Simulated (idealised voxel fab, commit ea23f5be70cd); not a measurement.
process module | voxel gate over fins
cross-section cut | 295 nm wide | cells 5 nm
A cross-section is a grid of square cells, given in bands from the top down. A band is one or more rows of cells.
Each band's line starts with the height of the band's top and of its bottom, in nm. Then come its materials from left to right, each with its width in nm. One material with "throughout" fills the band from edge to edge. "air" is empty space.
Height 0 is the level under which the wafer as received is all one material. The lowest band goes on downwards, as in "0 down".
A width such as "30 to 40" changes by the same amount from each row of cells to the next, from the band's top row to its bottom row.
"no change" after a step means that no cell of the cross-section changed.
closed voids: empty space of 8 cells or more with no open way to the top, each as width x height at its distance from the left edge, in nm
after a step's settings: what the simulator itself notes on the step
overlay nm, on a step with a mask: how far to the right of its planned place the mask lay; to the left if negative
plan
1 op RECEIVE | material Si
2 op CONFORMAL_DEP | material SiN | thk nm 5
3 op PATTERN | tone cover | mask id FINS | material resist | width nm 15 | pitch nm 35 | thk nm 15 | overlay nm 0
4 op DIRECTIONAL_ETCH | etch materials SiN | depth nm 5
5 op DIRECTIONAL_ETCH | etch materials Si | depth nm 40
6 op STRIP | etch materials resist
7 op FILL_DEP | material SiO2 | thk nm 5
8 op CMP | height nm -5
9 op SELECTIVE_ETCH | etch materials SiO2 | depth nm 20
10 op STRIP | etch materials SiN
11 op CONFORMAL_DEP | material HfO2 | thk nm 5
12 op CONFORMAL_DEP | material TiN | thk nm 5
13 op CONFORMAL_DEP | material TiAl | thk nm 5
14 op CONFORMAL_DEP | material TiN | thk nm 5
15 op FILL_DEP | material W | thk nm 15
16 op CMP | height nm 30
17 op CONFORMAL_DEP | material SiCN | thk nm 10
varied across the wafers: height nm of step 8. The plan shows the first wafer's value. All wafers start alike
first wafer as received, after step 1
  0 down: Si throughout
  closed voids: none
each wafer at the end: cells of each material gained (+) or lost (-) since it was received, then its closed voids
height nm -5 | +91 HfO2 | -388 Si | +118 SiCN | +141 SiO2 | +67 TiAl | +158 TiN | +285 W | closed voids: none
height nm 0 | +91 HfO2 | -376 Si | +118 SiCN | +188 SiO2 | +67 TiAl | +158 TiN | +226 W | closed voids: none
height nm 5 | +83 HfO2 | -376 Si | +118 SiCN | +235 SiO2 | +65 TiAl | +148 TiN | +199 W | closed voids: none
height nm 10 | +75 HfO2 | -376 Si | +118 SiCN | +282 SiO2 | +63 TiAl | +138 TiN | +172 W | closed voids: none
